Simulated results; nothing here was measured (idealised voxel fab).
Process module, titled voxel capacitor over wiring
We display cut, a cross-section 220 nm in width whose square cells are each 5 nm.
Reading order for cross-sections: top band down to bottom band. Underlying form: a grid of square cells. Band size: one or more rows of cells. In this notation a band is specified by the heights of its top and bottom, in that order and in nm, after which its materials appear from left to right, each paired with its width in nm. The word "throughout" attached to a single material means that material fills the band from edge to edge; the word "blank" stands for empty space. Height 0 is the level under which the wafer as received is all one material. The lowest band goes on downwards, as in "0 -> down". The width entry "30..40" should be interpreted row by row: the top row of cells in the band takes the first number, the bottom row takes the second number, and the change between adjacent rows is uniform throughout. What does "no modification" mean for a step? It means no cell of the cross-section changed in that step. The label "closed voids" introduces a list of the empty spaces, 8 cells or larger, that have no open way up to the top; each entry in it reads width x height at distance, where the distance is taken from the left edge and all three are stated in nm. On a step's line, text after the settings is the simulator commenting on that step. You can add "overlay nm" to a step's line. For a step with a mask, it describes how far the mask lay to the right of its planned position, and a negative number describes a lay to the left.

So here's the lineup of process steps we planned:
1. RECEIVE [material Si]
2. CONFORMAL_DEP [material SiO2] [thk nm 15]
3. CONFORMAL_DEP [material SiN] [thk nm 5]
4. DIRECTIONAL_DEP [material SiO2] [thk nm 15]
5. DIRECTIONAL_DEP [material aC] [thk nm 10]
6. PATTERN [tone open] [mask id METAL_1] [material resist] [width nm 25] [pitch nm 95] [thk nm 30] [overlay nm 0]
7. DIRECTIONAL_ETCH [etch materials aC] [depth nm 10]
8. STRIP [etch materials resist]
9. DIRECTIONAL_ETCH [etch materials SiO2] [depth nm 15]
10. DIRECTIONAL_ETCH [etch materials SiN] [depth nm 5]
11. STRIP [etch materials aC]
12. CONFORMAL_DEP [material TiN] [thk nm 5]
13. FILL_DEP [material W] [thk nm 10]
14. CMP [height nm 35]
15. CONFORMAL_DEP [material SiCN] [thk nm 5]
16. DIRECTIONAL_DEP [material lowk] [thk nm 15]
17. MASKED_ETCH [tone open] [mask id PLUG_1] [width nm 15] [etch materials lowk] [depth nm 15] [overlay nm 0]
18. MASKED_ETCH [tone open] [mask id PLUG_1] [width nm 15] [etch materials SiCN] [depth nm 5] [overlay nm 0]
19. EPI [material Ru] [thk nm 10]
20. EPI [material Ru] [thk nm 10]
21. DIRECTIONAL_DEP [material TiN] [thk nm 5]
22. DIRECTIONAL_DEP [material HfO2] [thk nm 5]
23. DIRECTIONAL_DEP [material TiN] [thk nm 5]
24. DIRECTIONAL_DEP [material aC] [thk nm 10]
25. PATTERN [tone cover] [mask id UPPER_PLATE] [material resist] [width nm 75] [thk nm 30] [overlay nm 0]
26. DIRECTIONAL_ETCH [etch materials aC] [depth nm 10]
27. STRIP [etch materials resist]
28. DIRECTIONAL_ETCH [etch materials TiN] [depth nm 5]
29. DIRECTIONAL_ETCH [etch materials HfO2] [depth nm 5]
30. STRIP [etch materials aC]
31. PATTERN [tone cover] [mask id LOWER_PLATE] [material resist] [width nm 85] [thk nm 15] [overlay nm 0]
32. DIRECTIONAL_ETCH [etch materials TiN] [depth nm 5]
33. STRIP [etch materials resist]
34. FILL_DEP [material SiO2] [thk nm 20]
35. CMP [height nm 85]
36. DIRECTIONAL_DEP [material aC] [thk nm 10]
37. PATTERN [tone open] [mask id PLUG_2] [material resist] [width nm 15] [thk nm 30] [overlay nm 0]
38. DIRECTIONAL_ETCH [etch materials aC] [depth nm 10]
39. STRIP [etch materials resist]
40. DIRECTIONAL_ETCH [etch materials SiO2] [depth nm 15]
41. STRIP [etch materials aC]
42. CONFORMAL_DEP [material TiN] [thk nm 5]
43. FILL_DEP [material Cu] [thk nm 10]
44. CMP [height nm 85]
45. CONFORMAL_DEP [material SiCN] [thk nm 5]

First wafer, as planned:

Incoming wafer, cross-sectional view, post step 1:
> 0 -> down: Si throughout
> closed voids: none

Upon completion of step 2, the wafer appears in cross-section as shown:
> 15 -> 0: SiO2 throughout
> Everything under 0 stays put, no change at all.

Upon completion of step 3, the wafer appears in cross-section as shown:
> 20 -> 15: SiN throughout
> Everything under 15 stays put, no change at all.

Upon completion of step 4, the wafer appears in cross-section as shown:
> 35 -> 20: SiO2 throughout
> Everything under 20 stays put, no change at all.

Upon completion of step 5, the wafer appears in cross-section as shown:
> 45 -> 35: aC throughout
> Everything under 35 stays put, no change at all.

Upon completion of step 6, the wafer appears in cross-section as shown:
> 75 -> 45: 50 of resist | 25 of blank | 70 of resist | 25 of blank | 50 of resist
> Everything under 45 stays put, no change at all.

Upon completion of step 7, the wafer appears in cross-section as shown:
> 65 -> 45: 50 of resist | 25 of blank | 70 of resist | 25 of blank | 50 of resist
> 45 -> 35: 50 of aC | 25 of blank | 70 of aC | 25 of blank | 50 of aC
> Everything under 35 stays put, no change at all.

Upon completion of step 8, the wafer appears in cross-section as shown:
> 45 -> 35: 50 of aC | 25 of blank | 70 of aC | 25 of blank | 50 of aC
> Everything under 35 stays put, no change at all.

Upon completion of step 9, the wafer appears in cross-section as shown:
> 45 -> 35: 50 of aC | 25 of blank | 70 of aC | 25 of blank | 50 of aC
> 35 -> 20: 50 of SiO2 | 25 of blank | 70 of SiO2 | 25 of blank | 50 of SiO2
> Everything under 20 stays put, no change at all.

Upon completion of step 10, the wafer appears in cross-section as shown:
> 45 -> 35: 50 of aC | 25 of blank | 70 of aC | 25 of blank | 50 of aC
> 35 -> 20: 50 of SiO2 | 25 of blank | 70 of SiO2 | 25 of blank | 50 of SiO2
> 20 -> 15: 50 of SiN | 25 of blank | 70 of SiN | 25 of blank | 50 of SiN
> Everything under 15 stays put, no change at all.

Upon completion of step 11, the wafer appears in cross-section as shown:
> 35 -> 20: 50 of SiO2 | 25 of blank | 70 of SiO2 | 25 of blank | 50 of SiO2
> Everything under 20 stays put, no change at all.

Upon completion of step 12, the wafer appears in cross-section as shown:
> 40 -> 35: 55 of TiN | 15 of blank | 80 of TiN | 15 of blank | 55 of TiN
> 35 -> 20: 50 of SiO2 | 5 of TiN | 15 of blank | 5 of TiN | 70 of SiO2 | 5 of TiN | 15 of blank | 5 of TiN | 50 of SiO2
> 20 -> 15: 50 of SiN | 25 of TiN | 70 of SiN | 25 of TiN | 50 of SiN
> Everything under 15 stays put, no change at all.

Upon completion of step 13, the wafer appears in cross-section as shown:
> 50 -> 40: W throughout
> 40 -> 35: 55 of TiN | 15 of W | 80 of TiN | 15 of W | 55 of TiN
> 35 -> 20: 50 of SiO2 | 5 of TiN | 15 of W | 5 of TiN | 70 of SiO2 | 5 of TiN | 15 of W | 5 of TiN | 50 of SiO2
> Everything under 20 stays put, no change at all.

Upon completion of step 14, the wafer appears in cross-section as shown:
> 35 -> 20: 50 of SiO2 | 5 of TiN | 15 of W | 5 of TiN | 70 of SiO2 | 5 of TiN | 15 of W | 5 of TiN | 50 of SiO2
> Everything under 20 stays put, no change at all.

Upon completion of step 15, the wafer appears in cross-section as shown:
> 40 -> 35: SiCN throughout
> Everything under 35 stays put, no change at all.

Upon completion of step 16, the wafer appears in cross-section as shown:
> 55 -> 40: lowk throughout
> Everything under 40 stays put, no change at all.

Upon completion of step 17, the wafer appears in cross-section as shown:
> 55 -> 40: 60 of lowk | 15 of blank | 145 of lowk
> Everything under 40 stays put, no change at all.

Upon completion of step 18, the wafer appears in cross-section as shown:
> 55 -> 40: 60 of lowk | 15 of blank | 145 of lowk
> 40 -> 35: 60 of SiCN | 15 of blank | 145 of SiCN
> Everything under 35 stays put, no change at all.

Upon completion of step 19, the wafer appears in cross-section as shown:
> 55 -> 45: 60 of lowk | 15 of blank | 145 of lowk
> 45 -> 40: 60 of lowk | 15 of Ru | 145 of lowk
> 40 -> 35: 60 of SiCN | 15 of Ru | 145 of SiCN
> Everything under 35 stays put, no change at all.

Upon completion of step 20, the wafer appears in cross-section as shown:
> 55 -> 40: 60 of lowk | 15 of Ru | 145 of lowk
> Everything under 40 stays put, no change at all.

Upon completion of step 21, the wafer appears in cross-section as shown:
> 60 -> 55: TiN throughout
> Everything under 55 stays put, no change at all.

Upon completion of step 22, the wafer appears in cross-section as shown:
> 65 -> 60: HfO2 throughout
> Everything under 60 stays put, no change at all.

Upon completion of step 23, the wafer appears in cross-section as shown:
> 70 -> 65: TiN throughout
> Everything under 65 stays put, no change at all.

Upon completion of step 24, the wafer appears in cross-section as shown:
> 80 -> 70: aC throughout
> Everything under 70 stays put, no change at all.

Upon completion of step 25, the wafer appears in cross-section as shown:
> 110 -> 80: 60 of blank | 75 of resist | 85 of blank
> Everything under 80 stays put, no change at all.

Upon completion of step 26, the wafer appears in cross-section as shown:
> 100 -> 80: 60 of blank | 75 of resist | 85 of blank
> 80 -> 70: 60 of blank | 75 of aC | 85 of blank
> Everything under 70 stays put, no change at all.

Upon completion of step 27, the wafer appears in cross-section as shown:
> 80 -> 70: 60 of blank | 75 of aC | 85 of blank
> Everything under 70 stays put, no change at all.

Upon completion of step 28, the wafer appears in cross-section as shown:
> 80 -> 70: 60 of blank | 75 of aC | 85 of blank
> 70 -> 65: 60 of blank | 75 of TiN | 85 of blank
> Everything under 65 stays put, no change at all.

Upon completion of step 29, the wafer appears in cross-section as shown:
> 80 -> 70: 60 of blank | 75 of aC | 85 of blank
> 70 -> 65: 60 of blank | 75 of TiN | 85 of blank
> 65 -> 60: 60 of blank | 75 of HfO2 | 85 of blank
> Everything under 60 stays put, no change at all.

Upon completion of step 30, the wafer appears in cross-section as shown:
> 70 -> 65: 60 of blank | 75 of TiN | 85 of blank
> Everything under 65 stays put, no change at all.

Upon completion of step 31, the wafer appears in cross-section as shown:
> 85 -> 70: 55 of blank | 85 of resist | 80 of blank
> 70 -> 65: 55 of blank | 5 of resist | 75 of TiN | 5 of resist | 80 of blank
> 65 -> 60: 55 of blank | 5 of resist | 75 of HfO2 | 5 of resist | 80 of blank
> Everything under 60 stays put, no change at all.

Upon completion of step 32, the wafer appears in cross-section as shown:
> 85 -> 70: 55 of blank | 85 of resist | 80 of blank
> 70 -> 65: 55 of blank | 5 of resist | 75 of TiN | 5 of resist | 80 of blank
> 65 -> 60: 55 of blank | 5 of resist | 75 of HfO2 | 5 of resist | 80 of blank
> 60 -> 55: 55 of blank | 85 of TiN | 80 of blank
> Everything under 55 stays put, no change at all.

Upon completion of step 33, the wafer appears in cross-section as shown:
> 70 -> 65: 60 of blank | 75 of TiN | 85 of blank
> 65 -> 60: 60 of blank | 75 of HfO2 | 85 of blank
> Everything under 60 stays put, no change at all.

Upon completion of step 34, the wafer appears in cross-section as shown:
> 90 -> 70: SiO2 throughout
> 70 -> 65: 60 of SiO2 | 75 of TiN | 85 of SiO2
> 65 -> 60: 60 of SiO2 | 75 of HfO2 | 85 of SiO2
> 60 -> 55: 55 of SiO2 | 85 of TiN | 80 of SiO2
> Everything under 55 stays put, no change at all.

Upon completion of step 35, the wafer appears in cross-section as shown:
> 85 -> 70: SiO2 throughout
> Everything under 70 stays put, no change at all.

Upon completion of step 36, the wafer appears in cross-section as shown:
> 95 -> 85: aC throughout
> Everything under 85 stays put, no change at all.

Upon completion of step 37, the wafer appears in cross-section as shown:
> 125 -> 95: 70 of resist | 15 of blank | 135 of resist
> Everything under 95 stays put, no change at all.

Upon completion of step 38, the wafer appears in cross-section as shown:
> 115 -> 95: 70 of resist | 15 of blank | 135 of resist
> 95 -> 85: 70 of aC | 15 of blank | 135 of aC
> Everything under 85 stays put, no change at all.

Upon completion of step 39, the wafer appears in cross-section as shown:
> 95 -> 85: 70 of aC | 15 of blank | 135 of aC
> Everything under 85 stays put, no change at all.

Upon completion of step 40, the wafer appears in cross-section as shown:
> 95 -> 85: 70 of aC | 15 of blank | 135 of aC
> 85 -> 70: 70 of SiO2 | 15 of blank | 135 of SiO2
> Everything under 70 stays put, no change at all.

Upon completion of step 41, the wafer appears in cross-section as shown:
> 85 -> 70: 70 of SiO2 | 15 of blank | 135 of SiO2
> Everything under 70 stays put, no change at all.

Upon completion of step 42, the wafer appears in cross-section as shown:
> 90 -> 85: 75 of TiN | 5 of blank | 140 of TiN
> 85 -> 75: 70 of SiO2 | 5 of TiN | 5 of blank | 5 of TiN | 135 of SiO2
> 75 -> 65: 70..60 of SiO2 | 15..75 of TiN | 135..85 of SiO2
> Everything under 65 stays put, no change at all.

Upon completion of step 43, the wafer appears in cross-section as shown:
> 100 -> 90: Cu throughout
> 90 -> 85: 75 of TiN | 5 of Cu | 140 of TiN
> 85 -> 75: 70 of SiO2 | 5 of TiN | 5 of Cu | 5 of TiN | 135 of SiO2
> Everything under 75 stays put, no change at all.

Upon completion of step 44, the wafer appears in cross-section as shown:
> 85 -> 75: 70 of SiO2 | 5 of TiN | 5 of Cu | 5 of TiN | 135 of SiO2
> Everything under 75 stays put, no change at all.

Upon completion of step 45, the wafer appears in cross-section as shown:
> 90 -> 85: SiCN throughout
> Everything under 85 stays put, no change at all.

Companion wafer, the second of two: same beginning, same intended sequence, one mistake in carrying it out; through step 36 inclusive it tracks the first exactly:

What the second wafer looks like in cross-section when step 37 should have wrapped up:
> 125 -> 95: 70 of blank | 15 of resist | 135 of blank
> Everything under 95 stays put, no change at all.

What the second wafer looks like in cross-section when step 38 should have wrapped up:
> 115 -> 95: 70 of blank | 15 of resist | 135 of blank
> 95 -> 85: 70 of blank | 15 of aC | 135 of blank
> Everything under 85 stays put, no change at all.

What the second wafer looks like in cross-section when step 39 should have wrapped up:
> 95 -> 85: 70 of blank | 15 of aC | 135 of blank
> Everything under 85 stays put, no change at all.

What the second wafer looks like in cross-section when step 40 should have wrapped up:
> 95 -> 85: 70 of blank | 15 of aC | 135 of blank
> 85 -> 70: 70 of blank | 15 of SiO2 | 135 of blank
> Everything under 70 stays put, no change at all.

What the second wafer looks like in cross-section when step 41 should have wrapped up:
> 85 -> 70: 70 of blank | 15 of SiO2 | 135 of blank
> Everything under 70 stays put, no change at all.

What the second wafer looks like in cross-section when step 42 should have wrapped up:
> 90 -> 85: 65 of blank | 25 of TiN | 130 of blank
> 85 -> 75: 65 of blank | 5 of TiN | 15 of SiO2 | 5 of TiN | 130 of blank
> 75 -> 70: 70 of TiN | 15 of SiO2 | 135 of TiN
> Everything under 70 stays put, no change at all.

What the second wafer looks like in cross-section when step 43 should have wrapped up:
> 100 -> 90: Cu throughout
> 90 -> 85: 65 of Cu | 25 of TiN | 130 of Cu
> 85 -> 75: 65 of Cu | 5 of TiN | 15 of SiO2 | 5 of TiN | 130 of Cu
> Everything under 75 stays put, no change at all.

What the second wafer looks like in cross-section when step 44 should have wrapped up:
> 85 -> 75: 65 of Cu | 5 of TiN | 15 of SiO2 | 5 of TiN | 130 of Cu
> Everything under 75 stays put, no change at all.

What the second wafer looks like in cross-section when step 45 should have wrapped up:
> 90 -> 85: SiCN throughout
> Everything under 85 stays put, no change at all.
Nonconformance to the process plan: step 37 was not run as planned; what actually ran was PATTERN [tone cover] [mask id PLUG_2] [material resist] [width nm 15] [thk nm 30] [overlay nm 0]
Looking at both finished wafers in cells, the second ends up ahead of or behind the first on some materials: 76 more of Cu | 114 fewer of SiO2 | 38 more of TiN
